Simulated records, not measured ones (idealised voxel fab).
Proc. module: voxel transistor to metal
The cross-section shown here is cut; it is 160 nm wide and divided into square cells measuring 5 nm on a side.
This document writes a cross-section as a grid whose cells are square, and gives it as bands, listed from the top down; one or more rows of cells form a band. What a band's entry tells you: where the top is and where the bottom is, as heights in nm, and after that what lies inside, material by material from left to right, each with its width in nm. Empty space is written as the word "blank", and a single material marked with the word "full width" occupies the band from edge to edge. Heights are expressed relative to 0, this being the level below which the as-received wafer comprises one material exclusively. The lowest band is unbounded in the downward direction and is denoted as in "top 0, no bottom". Width "30->40": first value at the band's top row of cells, second value at its bottom row, equal change from row to row. It should be understood that the words "remains unaltered", when stated for a given step, signify that the cross-section underwent no change in any of its cells during that step. For the entry "Closed void catalog", the listed items are empty spaces with no open way to the top whose size is 8 cells or more; each item follows the pattern width x height at distance, where distance is from the left edge and all three are in nm. Formally, on a step line, whatever follows the settings is a remark that the simulator itself makes on the step. "overlay nm", when on a step's line for a step with a mask, measures how far to the right of its planned place the mask lay; a negative measure means to the left.
Process steps - plan:
step 1: RECEIVE | material Si
step 2: CONFORMAL_DEP | material SiO2 | thk nm 5
step 3: CONFORMAL_DEP | material SiN | thk nm 10
step 4: MASKED_ETCH | tone cover | mask id ACTIVE | width nm 110 | etch materials SiN | depth nm 10 | overlay nm 0
step 5: MASKED_ETCH | tone cover | mask id ACTIVE | width nm 110 | etch materials SiO2 | depth nm 5 | overlay nm 0
step 6: MASKED_ETCH | tone cover | mask id ACTIVE | width nm 110 | etch materials Si | depth nm 35 | overlay nm 0
step 7: OXIDIZE | depth nm 5
step 8: FILL_DEP | material SiO2 | thk nm 5
step 9: CMP | height nm 15
step 10: SELECTIVE_ETCH | etch materials SiO2 | depth nm 10
step 11: STRIP | etch materials SiN
step 12: SELECTIVE_ETCH | etch materials SiO2 | depth nm 5
step 13: OXIDIZE | depth nm 5
step 14: DIRECTIONAL_DEP | material polySi | thk nm 20
step 15: DIRECTIONAL_DEP | material SiCN | thk nm 10
step 16: MASKED_ETCH | tone cover | mask id GATE | width nm 20 | etch materials SiCN | depth nm 20 | overlay nm 0
step 17: MASKED_ETCH | tone cover | mask id GATE | width nm 20 | etch materials polySi | depth nm 30 | overlay nm 0
step 18: CONFORMAL_DEP | material SiN | thk nm 10
step 19: DIRECTIONAL_ETCH | etch materials SiN | depth nm 10
step 20: DIRECTIONAL_ETCH | etch materials SiO2 | depth nm 5
step 21: DIRECTIONAL_ETCH | etch materials Si | depth nm 10
step 22: EPI | material nSi | thk nm 10
step 23: FILL_DEP | material SiO2 | thk nm 10
step 24: CMP | height nm 30
step 25: DIRECTIONAL_DEP | material SiO2 | thk nm 15
step 26: MASKED_ETCH | tone open | mask id CONTACT | width nm 30 | pitch nm 60 | etch materials SiO2 | depth nm 50 | overlay nm 0
step 27: CONFORMAL_DEP | material TiN | thk nm 5
step 28: FILL_DEP | material W | thk nm 10
step 29: CMP | height nm 45
step 30: DIRECTIONAL_DEP | material TiN | thk nm 5
step 31: DIRECTIONAL_DEP | material W | thk nm 25
step 32: PATTERN | tone cover | mask id METAL_1 | material resist | width nm 20 | pitch nm 70 | thk nm 15 | overlay nm 0
step 33: DIRECTIONAL_ETCH | etch materials W | depth nm 25
step 34: DIRECTIONAL_ETCH | etch materials TiN | depth nm 5
step 35: STRIP | etch materials resist
step 36: CONFORMAL_DEP | material SiCN | thk nm 5
step 37: FILL_DEP | material SiO2 | thk nm 5
step 38: CMP | height nm 75
step 39: CONFORMAL_DEP | material SiCN | thk nm 5
The first of two wafers, run as planned:
Wafer cross-section on receipt, i.e. after step 1:
- top 0, no bottom = Si full width
- Closed void catalog: none
Cross-sectional representation of the wafer at the conclusion of step 2:
- top 5, bottom 0 = SiO2 full width
- Below 0, the layers are the same as they were.
Cross-sectional representation of the wafer at the conclusion of step 3:
- top 15, bottom 5 = SiN full width
- Below 5, the layers are the same as they were.
Cross-sectional representation of the wafer at the conclusion of step 4:
- top 15, bottom 5 = blank: 25; SiN: 110; blank: 25
- Below 5, the layers are the same as they were.
Cross-sectional representation of the wafer at the conclusion of step 5:
- top 15, bottom 5 = blank: 25; SiN: 110; blank: 25
- top 5, bottom 0 = blank: 25; SiO2: 110; blank: 25
- Below 0, the layers are the same as they were.
Cross-sectional representation of the wafer at the conclusion of step 6:
- top 15, bottom 5 = blank: 25; SiN: 110; blank: 25
- top 5, bottom 0 = blank: 25; SiO2: 110; blank: 25
- top 0, bottom -35 = blank: 25; Si: 110; blank: 25
- Below -35, the layers are the same as they were.
Cross-sectional representation of the wafer at the conclusion of step 7:
- top 15, bottom 5 = blank: 25; SiN: 110; blank: 25
- top 5, bottom 0 = blank: 25; SiO2: 110; blank: 25
- top 0, bottom -35 = blank: 25; SiO2: 5; Si: 100; SiO2: 5; blank: 25
- top -35, bottom -40 = SiO2: 30; Si: 100; SiO2: 30
- Below -40, the layers are the same as they were.
Cross-sectional representation of the wafer at the conclusion of step 8:
- top 20, bottom 15 = SiO2 full width
- top 15, bottom 5 = SiO2: 25; SiN: 110; SiO2: 25
- top 5, bottom 0 = SiO2 full width
- top 0, bottom -40 = SiO2: 30; Si: 100; SiO2: 30
- Below -40, the layers are the same as they were.
Cross-sectional representation of the wafer at the conclusion of step 9:
- top 15, bottom 5 = SiO2: 25; SiN: 110; SiO2: 25
- Below 5, the layers are the same as they were.
Cross-sectional representation of the wafer at the conclusion of step 10:
- top 15, bottom 5 = blank: 25; SiN: 110; blank: 25
- Below 5, the layers are the same as they were.
Cross-sectional representation of the wafer at the conclusion of step 11:
- top 5, bottom 0 = SiO2 full width
- Below 0, the layers are the same as they were.
Cross-sectional representation of the wafer at the conclusion of step 12:
- top 0, bottom -40 = SiO2: 30; Si: 100; SiO2: 30
- Below -40, the layers are the same as they were.
Cross-sectional representation of the wafer at the conclusion of step 13:
- top 0, bottom -5 = SiO2 full width
- Below -5, the layers are the same as they were.
Cross-sectional representation of the wafer at the conclusion of step 14:
- top 20, bottom 0 = polySi full width
- Below 0, the layers are the same as they were.
Cross-sectional representation of the wafer at the conclusion of step 15:
- top 30, bottom 20 = SiCN full width
- Below 20, the layers are the same as they were.
Cross-sectional representation of the wafer at the conclusion of step 16:
- top 30, bottom 20 = blank: 70; SiCN: 20; blank: 70
- Below 20, the layers are the same as they were.
Cross-sectional representation of the wafer at the conclusion of step 17:
- top 30, bottom 20 = blank: 70; SiCN: 20; blank: 70
- top 20, bottom 0 = blank: 70; polySi: 20; blank: 70
- Below 0, the layers are the same as they were.
Cross-sectional representation of the wafer at the conclusion of step 18:
- top 40, bottom 30 = blank: 60; SiN: 40; blank: 60
- top 30, bottom 20 = blank: 60; SiN: 10; SiCN: 20; SiN: 10; blank: 60
- top 20, bottom 10 = blank: 60; SiN: 10; polySi: 20; SiN: 10; blank: 60
- top 10, bottom 0 = SiN: 70; polySi: 20; SiN: 70
- Below 0, the layers are the same as they were.
Cross-sectional representation of the wafer at the conclusion of step 19:
- top 30, bottom 20 = blank: 60; SiN: 10; SiCN: 20; SiN: 10; blank: 60
- top 20, bottom 0 = blank: 60; SiN: 10; polySi: 20; SiN: 10; blank: 60
- Below 0, the layers are the same as they were.
Cross-sectional representation of the wafer at the conclusion of step 20:
- top 30, bottom 20 = blank: 60; SiN: 10; SiCN: 20; SiN: 10; blank: 60
- top 20, bottom 0 = blank: 60; SiN: 10; polySi: 20; SiN: 10; blank: 60
- top 0, bottom -5 = blank: 60; SiO2: 40; blank: 60
- Below -5, the layers are the same as they were.
Cross-sectional representation of the wafer at the conclusion of step 21:
- top 30, bottom 20 = blank: 60; SiN: 10; SiCN: 20; SiN: 10; blank: 60
- top 20, bottom 0 = blank: 60; SiN: 10; polySi: 20; SiN: 10; blank: 60
- top 0, bottom -5 = blank: 60; SiO2: 40; blank: 60
- top -5, bottom -15 = SiO2: 30; blank: 30; Si: 40; blank: 30; SiO2: 30
- Below -15, the layers are the same as they were.
Cross-sectional representation of the wafer at the conclusion of step 22:
- top 30, bottom 20 = blank: 60; SiN: 10; SiCN: 20; SiN: 10; blank: 60
- top 20, bottom 5 = blank: 60; SiN: 10; polySi: 20; SiN: 10; blank: 60
- top 5, bottom 0 = blank: 50; nSi: 10; SiN: 10; polySi: 20; SiN: 10; nSi: 10; blank: 50
- top 0, bottom -5 = blank: 50; nSi: 10; SiO2: 40; nSi: 10; blank: 50
- top -5, bottom -15 = SiO2: 30; nSi: 30; Si: 40; nSi: 30; SiO2: 30
- Below -15, the layers are the same as they were.
Cross-sectional representation of the wafer at the conclusion of step 23:
- top 40, bottom 30 = SiO2 full width
- top 30, bottom 20 = SiO2: 60; SiN: 10; SiCN: 20; SiN: 10; SiO2: 60
- top 20, bottom 5 = SiO2: 60; SiN: 10; polySi: 20; SiN: 10; SiO2: 60
- top 5, bottom 0 = SiO2: 50; nSi: 10; SiN: 10; polySi: 20; SiN: 10; nSi: 10; SiO2: 50
- top 0, bottom -5 = SiO2: 50; nSi: 10; SiO2: 40; nSi: 10; SiO2: 50
- Below -5, the layers are the same as they were.
Cross-sectional representation of the wafer at the conclusion of step 24:
- top 30, bottom 20 = SiO2: 60; SiN: 10; SiCN: 20; SiN: 10; SiO2: 60
- Below 20, the layers are the same as they were.
Cross-sectional representation of the wafer at the conclusion of step 25:
- top 45, bottom 30 = SiO2 full width
- Below 30, the layers are the same as they were.
Cross-sectional representation of the wafer at the conclusion of step 26:
- top 45, bottom 30 = SiO2: 35; blank: 30; SiO2: 30; blank: 30; SiO2: 35
- top 30, bottom 20 = SiO2: 35; blank: 25; SiN: 10; SiCN: 20; SiN: 10; blank: 25; SiO2: 35
- top 20, bottom 5 = SiO2: 35; blank: 25; SiN: 10; polySi: 20; SiN: 10; blank: 25; SiO2: 35
- top 5, bottom 0 = SiO2: 35; blank: 15; nSi: 10; SiN: 10; polySi: 20; SiN: 10; nSi: 10; blank: 15; SiO2: 35
- top 0, bottom -5 = SiO2: 35; blank: 15; nSi: 10; SiO2: 40; nSi: 10; blank: 15; SiO2: 35
- Below -5, the layers are the same as they were.
Cross-sectional representation of the wafer at the conclusion of step 27:
- top 50, bottom 45 = TiN: 40; blank: 20; TiN: 40; blank: 20; TiN: 40
- top 45, bottom 35 = SiO2: 35; TiN: 5; blank: 20; TiN: 5; SiO2: 30; TiN: 5; blank: 20; TiN: 5; SiO2: 35
- top 35, bottom 30 = SiO2: 35; TiN: 5; blank: 15; TiN: 10; SiO2: 30; TiN: 10; blank: 15; TiN: 5; SiO2: 35
- top 30, bottom 20 = SiO2: 35; TiN: 5; blank: 15; TiN: 5; SiN: 10; SiCN: 20; SiN: 10; TiN: 5; blank: 15; TiN: 5; SiO2: 35
- top 20, bottom 10 = SiO2: 35; TiN: 5; blank: 15; TiN: 5; SiN: 10; polySi: 20; SiN: 10; TiN: 5; blank: 15; TiN: 5; SiO2: 35
- top 10, bottom 5 = SiO2: 35; TiN: 5; blank: 5; TiN: 15; SiN: 10; polySi: 20; SiN: 10; TiN: 15; blank: 5; TiN: 5; SiO2: 35
- top 5, bottom 0 = SiO2: 35; TiN: 5; blank: 5; TiN: 5; nSi: 10; SiN: 10; polySi: 20; SiN: 10; nSi: 10; TiN: 5; blank: 5; TiN: 5; SiO2: 35
- top 0, bottom -5 = SiO2: 35; TiN: 15; nSi: 10; SiO2: 40; nSi: 10; TiN: 15; SiO2: 35
- Below -5, the layers are the same as they were.
Cross-sectional representation of the wafer at the conclusion of step 28:
- top 60, bottom 50 = W full width
- top 50, bottom 45 = TiN: 40; W: 20; TiN: 40; W: 20; TiN: 40
- top 45, bottom 35 = SiO2: 35; TiN: 5; W: 20; TiN: 5; SiO2: 30; TiN: 5; W: 20; TiN: 5; SiO2: 35
- top 35, bottom 30 = SiO2: 35; TiN: 5; W: 15; TiN: 10; SiO2: 30; TiN: 10; W: 15; TiN: 5; SiO2: 35
- top 30, bottom 20 = SiO2: 35; TiN: 5; W: 15; TiN: 5; SiN: 10; SiCN: 20; SiN: 10; TiN: 5; W: 15; TiN: 5; SiO2: 35
- top 20, bottom 10 = SiO2: 35; TiN: 5; W: 15; TiN: 5; SiN: 10; polySi: 20; SiN: 10; TiN: 5; W: 15; TiN: 5; SiO2: 35
- top 10, bottom 5 = SiO2: 35; TiN: 5; W: 5; TiN: 15; SiN: 10; polySi: 20; SiN: 10; TiN: 15; W: 5; TiN: 5; SiO2: 35
- top 5, bottom 0 = SiO2: 35; TiN: 5; W: 5; TiN: 5; nSi: 10; SiN: 10; polySi: 20; SiN: 10; nSi: 10; TiN: 5; W: 5; TiN: 5; SiO2: 35
- Below 0, the layers are the same as they were.
Cross-sectional representation of the wafer at the conclusion of step 29:
- top 45, bottom 35 = SiO2: 35; TiN: 5; W: 20; TiN: 5; SiO2: 30; TiN: 5; W: 20; TiN: 5; SiO2: 35
- Below 35, the layers are the same as they were.
Cross-sectional representation of the wafer at the conclusion of step 30:
- top 50, bottom 45 = TiN full width
- Below 45, the layers are the same as they were.
Cross-sectional representation of the wafer at the conclusion of step 31:
- top 75, bottom 50 = W full width
- Below 50, the layers are the same as they were.
Cross-sectional representation of the wafer at the conclusion of step 32:
- top 90, bottom 75 = blank: 35; resist: 20; blank: 50; resist: 20; blank: 35
- Below 75, the layers are the same as they were.
Cross-sectional representation of the wafer at the conclusion of step 33:
- top 90, bottom 75 = blank: 35; resist: 20; blank: 50; resist: 20; blank: 35
- top 75, bottom 50 = blank: 35; W: 20; blank: 50; W: 20; blank: 35
- Below 50, the layers are the same as they were.
Cross-sectional representation of the wafer at the conclusion of step 34:
- top 90, bottom 75 = blank: 35; resist: 20; blank: 50; resist: 20; blank: 35
- top 75, bottom 50 = blank: 35; W: 20; blank: 50; W: 20; blank: 35
- top 50, bottom 45 = blank: 35; TiN: 20; blank: 50; TiN: 20; blank: 35
- Below 45, the layers are the same as they were.
Cross-sectional representation of the wafer at the conclusion of step 35:
- top 75, bottom 50 = blank: 35; W: 20; blank: 50; W: 20; blank: 35
- Below 50, the layers are the same as they were.
Cross-sectional representation of the wafer at the conclusion of step 36:
- top 80, bottom 75 = blank: 30; SiCN: 30; blank: 40; SiCN: 30; blank: 30
- top 75, bottom 50 = blank: 30; SiCN: 5; W: 20; SiCN: 5; blank: 40; SiCN: 5; W: 20; SiCN: 5; blank: 30
- top 50, bottom 45 = SiCN: 35; TiN: 20; SiCN: 50; TiN: 20; SiCN: 35
- Below 45, the layers are the same as they were.
Cross-sectional representation of the wafer at the conclusion of step 37:
- top 85, bottom 80 = SiO2 full width
- top 80, bottom 75 = SiO2: 30; SiCN: 30; SiO2: 40; SiCN: 30; SiO2: 30
- top 75, bottom 50 = SiO2: 30; SiCN: 5; W: 20; SiCN: 5; SiO2: 40; SiCN: 5; W: 20; SiCN: 5; SiO2: 30
- Below 50, the layers are the same as they were.
Cross-sectional representation of the wafer at the conclusion of step 38:
- top 75, bottom 50 = SiO2: 30; SiCN: 5; W: 20; SiCN: 5; SiO2: 40; SiCN: 5; W: 20; SiCN: 5; SiO2: 30
- Below 50, the layers are the same as they were.
Cross-sectional representation of the wafer at the conclusion of step 39:
- top 80, bottom 75 = SiCN full width
- Below 75, the layers are the same as they were.
Second Wafer (Identical Start and Plan, One Processing Error; Matches First Wafer Through Step 9):
Here is the second wafer in cross-section at the point where step 10 of the plan should have been done:
- top 15, bottom 5 = SiO2: 25; blank: 110; SiO2: 25
- Below 5, the layers are the same as they were.
Here is the second wafer in cross-section at the point where step 11 of the plan should have been done:
- top 5, bottom 0 = SiO2: 15; blank: 130; SiO2: 15
- top 0, bottom -5 = SiO2: 15; blank: 15; Si: 100; blank: 15; SiO2: 15
- Below -5, the layers are the same as they were.
Here is the second wafer in cross-section at the point where step 12 of the plan should have been done:
- top 0, bottom -10 = SiO2: 10; blank: 20; Si: 100; blank: 20; SiO2: 10
- Below -10, the layers are the same as they were.
Here is the second wafer in cross-section at the point where step 13 of the plan should have been done:
- top 0, bottom -5 = SiO2: 10; blank: 20; SiO2: 100; blank: 20; SiO2: 10
- top -5, bottom -10 = SiO2: 10; blank: 20; SiO2: 5; Si: 90; SiO2: 5; blank: 20; SiO2: 10
- top -10, bottom -15 = SiO2: 35; Si: 90; SiO2: 35
- Below -15, the layers are the same as they were.
Here is the second wafer in cross-section at the point where step 14 of the plan should have been done:
- top 20, bottom 10 = polySi: 10; blank: 20; polySi: 100; blank: 20; polySi: 10
- top 10, bottom 0 = polySi full width
- top 0, bottom -5 = SiO2: 10; polySi: 20; SiO2: 100; polySi: 20; SiO2: 10
- top -5, bottom -10 = SiO2: 10; polySi: 20; SiO2: 5; Si: 90; SiO2: 5; polySi: 20; SiO2: 10
- Below -10, the layers are the same as they were.
Here is the second wafer in cross-section at the point where step 15 of the plan should have been done:
- top 30, bottom 20 = SiCN: 10; blank: 20; SiCN: 100; blank: 20; SiCN: 10
- top 20, bottom 10 = polySi: 10; SiCN: 20; polySi: 100; SiCN: 20; polySi: 10
- Below 10, the layers are the same as they were.
Here is the second wafer in cross-section at the point where step 16 of the plan should have been done:
- top 30, bottom 20 = blank: 70; SiCN: 20; blank: 70
- top 20, bottom 10 = polySi: 10; blank: 20; polySi: 100; blank: 20; polySi: 10
- Below 10, the layers are the same as they were.
Here is the second wafer in cross-section at the point where step 17 of the plan should have been done:
- top 30, bottom 20 = blank: 70; SiCN: 20; blank: 70
- top 20, bottom 0 = blank: 70; polySi: 20; blank: 70
- top 0, bottom -5 = SiO2: 10; blank: 20; SiO2: 100; blank: 20; SiO2: 10
- top -5, bottom -10 = SiO2: 10; blank: 20; SiO2: 5; Si: 90; SiO2: 5; blank: 20; SiO2: 10
- Below -10, the layers are the same as they were.
Here is the second wafer in cross-section at the point where step 18 of the plan should have been done:
- top 40, bottom 30 = blank: 60; SiN: 40; blank: 60
- top 30, bottom 20 = blank: 60; SiN: 10; SiCN: 20; SiN: 10; blank: 60
- top 20, bottom 10 = blank: 60; SiN: 10; polySi: 20; SiN: 10; blank: 60
- top 10, bottom 0 = SiN: 70; polySi: 20; SiN: 70
- top 0, bottom -5 = SiO2: 10; SiN: 20; SiO2: 100; SiN: 20; SiO2: 10
- top -5, bottom -10 = SiO2: 10; SiN: 20; SiO2: 5; Si: 90; SiO2: 5; SiN: 20; SiO2: 10
- Below -10, the layers are the same as they were.
Here is the second wafer in cross-section at the point where step 19 of the plan should have been done:
- top 30, bottom 20 = blank: 60; SiN: 10; SiCN: 20; SiN: 10; blank: 60
- top 20, bottom 0 = blank: 60; SiN: 10; polySi: 20; SiN: 10; blank: 60
- Below 0, the layers are the same as they were.
Here is the second wafer in cross-section at the point where step 20 of the plan should have been done:
- top 30, bottom 20 = blank: 60; SiN: 10; SiCN: 20; SiN: 10; blank: 60
- top 20, bottom 0 = blank: 60; SiN: 10; polySi: 20; SiN: 10; blank: 60
- top 0, bottom -5 = blank: 10; SiN: 20; blank: 30; SiO2: 40; blank: 30; SiN: 20; blank: 10
- Below -5, the layers are the same as they were.
Here is the second wafer in cross-section at the point where step 21 of the plan should have been done:
- top 30, bottom 20 = blank: 60; SiN: 10; SiCN: 20; SiN: 10; blank: 60
- top 20, bottom 0 = blank: 60; SiN: 10; polySi: 20; SiN: 10; blank: 60
- top 0, bottom -5 = blank: 10; SiN: 20; blank: 30; SiO2: 40; blank: 30; SiN: 20; blank: 10
- top -5, bottom -10 = SiO2: 10; SiN: 20; SiO2: 5; blank: 25; Si: 40; blank: 25; SiO2: 5; SiN: 20; SiO2: 10
- top -10, bottom -15 = SiO2: 35; blank: 25; Si: 40; blank: 25; SiO2: 35
- Below -15, the layers are the same as they were.
Here is the second wafer in cross-section at the point where step 22 of the plan should have been done:
- top 30, bottom 20 = blank: 60; SiN: 10; SiCN: 20; SiN: 10; blank: 60
- top 20, bottom 5 = blank: 60; SiN: 10; polySi: 20; SiN: 10; blank: 60
- top 5, bottom 0 = blank: 50; nSi: 10; SiN: 10; polySi: 20; SiN: 10; nSi: 10; blank: 50
- top 0, bottom -5 = blank: 10; SiN: 20; blank: 20; nSi: 10; SiO2: 40; nSi: 10; blank: 20; SiN: 20; blank: 10
- top -5, bottom -10 = SiO2: 10; SiN: 20; SiO2: 5; nSi: 25; Si: 40; nSi: 25; SiO2: 5; SiN: 20; SiO2: 10
- top -10, bottom -15 = SiO2: 35; nSi: 25; Si: 40; nSi: 25; SiO2: 35
- Below -15, the layers are the same as they were.
Here is the second wafer in cross-section at the point where step 23 of the plan should have been done:
- top 40, bottom 30 = SiO2 full width
- top 30, bottom 20 = SiO2: 60; SiN: 10; SiCN: 20; SiN: 10; SiO2: 60
- top 20, bottom 5 = SiO2: 60; SiN: 10; polySi: 20; SiN: 10; SiO2: 60
- top 5, bottom 0 = SiO2: 50; nSi: 10; SiN: 10; polySi: 20; SiN: 10; nSi: 10; SiO2: 50
- top 0, bottom -5 = SiO2: 10; SiN: 20; SiO2: 20; nSi: 10; SiO2: 40; nSi: 10; SiO2: 20; SiN: 20; SiO2: 10
- Below -5, the layers are the same as they were.
Here is the second wafer in cross-section at the point where step 24 of the plan should have been done:
- top 30, bottom 20 = SiO2: 60; SiN: 10; SiCN: 20; SiN: 10; SiO2: 60
- Below 20, the layers are the same as they were.
Here is the second wafer in cross-section at the point where step 25 of the plan should have been done:
- top 45, bottom 30 = SiO2 full width
- Below 30, the layers are the same as they were.
Here is the second wafer in cross-section at the point where step 26 of the plan should have been done:
- top 45, bottom 30 = SiO2: 35; blank: 30; SiO2: 30; blank: 30; SiO2: 35
- top 30, bottom 20 = SiO2: 35; blank: 25; SiN: 10; SiCN: 20; SiN: 10; blank: 25; SiO2: 35
- top 20, bottom 5 = SiO2: 35; blank: 25; SiN: 10; polySi: 20; SiN: 10; blank: 25; SiO2: 35
- top 5, bottom 0 = SiO2: 35; blank: 15; nSi: 10; SiN: 10; polySi: 20; SiN: 10; nSi: 10; blank: 15; SiO2: 35
- top 0, bottom -5 = SiO2: 10; SiN: 20; SiO2: 5; blank: 15; nSi: 10; SiO2: 40; nSi: 10; blank: 15; SiO2: 5; SiN: 20; SiO2: 10
- Below -5, the layers are the same as they were.
Here is the second wafer in cross-section at the point where step 27 of the plan should have been done:
- top 50, bottom 45 = TiN: 40; blank: 20; TiN: 40; blank: 20; TiN: 40
- top 45, bottom 35 = SiO2: 35; TiN: 5; blank: 20; TiN: 5; SiO2: 30; TiN: 5; blank: 20; TiN: 5; SiO2: 35
- top 35, bottom 30 = SiO2: 35; TiN: 5; blank: 15; TiN: 10; SiO2: 30; TiN: 10; blank: 15; TiN: 5; SiO2: 35
- top 30, bottom 20 = SiO2: 35; TiN: 5; blank: 15; TiN: 5; SiN: 10; SiCN: 20; SiN: 10; TiN: 5; blank: 15; TiN: 5; SiO2: 35
- top 20, bottom 10 = SiO2: 35; TiN: 5; blank: 15; TiN: 5; SiN: 10; polySi: 20; SiN: 10; TiN: 5; blank: 15; TiN: 5; SiO2: 35
- top 10, bottom 5 = SiO2: 35; TiN: 5; blank: 5; TiN: 15; SiN: 10; polySi: 20; SiN: 10; TiN: 15; blank: 5; TiN: 5; SiO2: 35
- top 5, bottom 0 = SiO2: 35; TiN: 5; blank: 5; TiN: 5; nSi: 10; SiN: 10; polySi: 20; SiN: 10; nSi: 10; TiN: 5; blank: 5; TiN: 5; SiO2: 35
- top 0, bottom -5 = SiO2: 10; SiN: 20; SiO2: 5; TiN: 15; nSi: 10; SiO2: 40; nSi: 10; TiN: 15; SiO2: 5; SiN: 20; SiO2: 10
- Below -5, the layers are the same as they were.
Here is the second wafer in cross-section at the point where step 28 of the plan should have been done:
- top 60, bottom 50 = W full width
- top 50, bottom 45 = TiN: 40; W: 20; TiN: 40; W: 20; TiN: 40
- top 45, bottom 35 = SiO2: 35; TiN: 5; W: 20; TiN: 5; SiO2: 30; TiN: 5; W: 20; TiN: 5; SiO2: 35
- top 35, bottom 30 = SiO2: 35; TiN: 5; W: 15; TiN: 10; SiO2: 30; TiN: 10; W: 15; TiN: 5; SiO2: 35
- top 30, bottom 20 = SiO2: 35; TiN: 5; W: 15; TiN: 5; SiN: 10; SiCN: 20; SiN: 10; TiN: 5; W: 15; TiN: 5; SiO2: 35
- top 20, bottom 10 = SiO2: 35; TiN: 5; W: 15; TiN: 5; SiN: 10; polySi: 20; SiN: 10; TiN: 5; W: 15; TiN: 5; SiO2: 35
- top 10, bottom 5 = SiO2: 35; TiN: 5; W: 5; TiN: 15; SiN: 10; polySi: 20; SiN: 10; TiN: 15; W: 5; TiN: 5; SiO2: 35
- top 5, bottom 0 = SiO2: 35; TiN: 5; W: 5; TiN: 5; nSi: 10; SiN: 10; polySi: 20; SiN: 10; nSi: 10; TiN: 5; W: 5; TiN: 5; SiO2: 35
- Below 0, the layers are the same as they were.
Here is the second wafer in cross-section at the point where step 29 of the plan should have been done:
- top 45, bottom 35 = SiO2: 35; TiN: 5; W: 20; TiN: 5; SiO2: 30; TiN: 5; W: 20; TiN: 5; SiO2: 35
- Below 35, the layers are the same as they were.
Here is the second wafer in cross-section at the point where step 30 of the plan should have been done:
- top 50, bottom 45 = TiN full width
- Below 45, the layers are the same as they were.
Here is the second wafer in cross-section at the point where step 31 of the plan should have been done:
- top 75, bottom 50 = W full width
- Below 50, the layers are the same as they were.
Here is the second wafer in cross-section at the point where step 32 of the plan should have been done:
- top 90, bottom 75 = blank: 35; resist: 20; blank: 50; resist: 20; blank: 35
- Below 75, the layers are the same as they were.
Here is the second wafer in cross-section at the point where step 33 of the plan should have been done:
- top 90, bottom 75 = blank: 35; resist: 20; blank: 50; resist: 20; blank: 35
- top 75, bottom 50 = blank: 35; W: 20; blank: 50; W: 20; blank: 35
- Below 50, the layers are the same as they were.
Here is the second wafer in cross-section at the point where step 34 of the plan should have been done:
- top 90, bottom 75 = blank: 35; resist: 20; blank: 50; resist: 20; blank: 35
- top 75, bottom 50 = blank: 35; W: 20; blank: 50; W: 20; blank: 35
- top 50, bottom 45 = blank: 35; TiN: 20; blank: 50; TiN: 20; blank: 35
- Below 45, the layers are the same as they were.
Here is the second wafer in cross-section at the point where step 35 of the plan should have been done:
- top 75, bottom 50 = blank: 35; W: 20; blank: 50; W: 20; blank: 35
- Below 50, the layers are the same as they were.
Here is the second wafer in cross-section at the point where step 36 of the plan should have been done:
- top 80, bottom 75 = blank: 30; SiCN: 30; blank: 40; SiCN: 30; blank: 30
- top 75, bottom 50 = blank: 30; SiCN: 5; W: 20; SiCN: 5; blank: 40; SiCN: 5; W: 20; SiCN: 5; blank: 30
- top 50, bottom 45 = SiCN: 35; TiN: 20; SiCN: 50; TiN: 20; SiCN: 35
- Below 45, the layers are the same as they were.
Here is the second wafer in cross-section at the point where step 37 of the plan should have been done:
- top 85, bottom 80 = SiO2 full width
- top 80, bottom 75 = SiO2: 30; SiCN: 30; SiO2: 40; SiCN: 30; SiO2: 30
- top 75, bottom 50 = SiO2: 30; SiCN: 5; W: 20; SiCN: 5; SiO2: 40; SiCN: 5; W: 20; SiCN: 5; SiO2: 30
- Below 50, the layers are the same as they were.
Here is the second wafer in cross-section at the point where step 38 of the plan should have been done:
- top 75, bottom 50 = SiO2: 30; SiCN: 5; W: 20; SiCN: 5; SiO2: 40; SiCN: 5; W: 20; SiCN: 5; SiO2: 30
- Below 50, the layers are the same as they were.
Here is the second wafer in cross-section at the point where step 39 of the plan should have been done:
- top 80, bottom 75 = SiCN full width
- Below 75, the layers are the same as they were.
So what did we get wrong on this run? plan steps 10 and 11 run swapped
Final cells, second wafer relative to first, materials higher or lower: +16 SiN; -12 SiO2; -4 nSi
